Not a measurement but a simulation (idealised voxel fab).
This is a process module. Its name is voxel trench capacitor.
The figure presents cross-section cut, which has a width of 145 nm and is divided into square cells with an edge length of 5 nm.
Bands, listed from the top down, are how a cross-section gets written in this document; the cross-section itself is a grid of square cells, and a band is one or more rows of them.
The entry gives the band's vertical extent as a top height and a bottom height in nm, then its horizontal make-up as materials from left to right, each with a width in nm. "empty" stands for empty space; a single material marked "all across" fills the band edge to edge.
It should be noted that heights are counted from 0, beneath which the wafer as supplied is of one material throughout, and that the lowest band possesses no lower boundary but continues downward, as written in "top 0, no bottom".
With a width like "30..40", each row of cells in the band differs from the next by the same amount, the top row carrying the first number and the bottom row the second.
"same as before", as given for a step, is the statement that not any cell of the cross-section underwent a change during that step.
Closed-off voids of 8+ cells (no open route to the top) go in "Completely enclosed voids", written width x height at distance from the left edge, in nm.
That trailing text on a step's line, after the settings, is the simulator's own remark on the step.
On any step carrying a mask, the "overlay nm" setting, if present on the step's line, tells how far right of its planned place the mask lay; negative values point to the left.
[Process steps - plan]
| 1 | RECEIVE with material Si |
| 2 | CONFORMAL_DEP with material SiN, thk nm 5 |
| 3 | DIRECTIONAL_DEP with material aC, thk nm 15 |
| 4 | PATTERN with tone open, mask id TRENCH, material resist, width nm 15, pitch nm 45, thk nm 35, overlay nm 0 |
| 5 | DIRECTIONAL_ETCH with etch materials aC, depth nm 15 |
| 6 | STRIP with etch materials resist |
| 7 | DIRECTIONAL_ETCH with etch materials SiN, depth nm 5 |
| 8 | DIRECTIONAL_ETCH with etch materials Si, depth nm 40 |
| 9 | STRIP with etch materials aC |
| 10 | CONFORMAL_DEP with material Al2O3, thk nm 5 |
| 11 | FILL_DEP with material polySi, thk nm 10 |
| 12 | CMP with height nm 5 |
[Incoming wafer in cross-section (state: after step 1)]
top 0, no bottom = Si all across
Completely enclosed voids: none
[First of two wafers, end-of-module section, run followed plan]
top 5, bottom 0 = 40 of SiN, 5 of Al2O3, 5 of polySi, 5 of Al2O3, 30 of SiN, 5 of Al2O3, 5 of polySi, 5 of Al2O3, 45 of SiN
top 0, bottom -35 = 40 of Si, 5 of Al2O3, 5 of polySi, 5 of Al2O3, 30 of Si, 5 of Al2O3, 5 of polySi, 5 of Al2O3, 45 of Si
top -35, bottom -40 = 40 of Si, 15 of Al2O3, 30 of Si, 15 of Al2O3, 45 of Si
top -40, no bottom = Si all across
Completely enclosed voids: none
[Cross-section, wafer two of two, end of module: same start and plan as wafer one, one error in execution]
top 5, bottom 0 = 45 of SiN, 5 of Al2O3, 5 of polySi, 5 of Al2O3, 30 of SiN, 5 of Al2O3, 5 of polySi, 5 of Al2O3, 40 of SiN
top 0, bottom -35 = 45 of Si, 5 of Al2O3, 5 of polySi, 5 of Al2O3, 30 of Si, 5 of Al2O3, 5 of polySi, 5 of Al2O3, 40 of Si
top -35, bottom -40 = 45 of Si, 15 of Al2O3, 30 of Si, 15 of Al2O3, 40 of Si
top -40, no bottom = Si all across
Completely enclosed voids: none
The mistake made against the process plan was this: note that step 4 departed from the planned setting and was carried out as PATTERN with tone open, mask id TRENCH, material resist, width nm 15, pitch nm 45, thk nm 35, overlay nm 5
at the end the second wafer has, in cells: as many of each material as the first, in other places
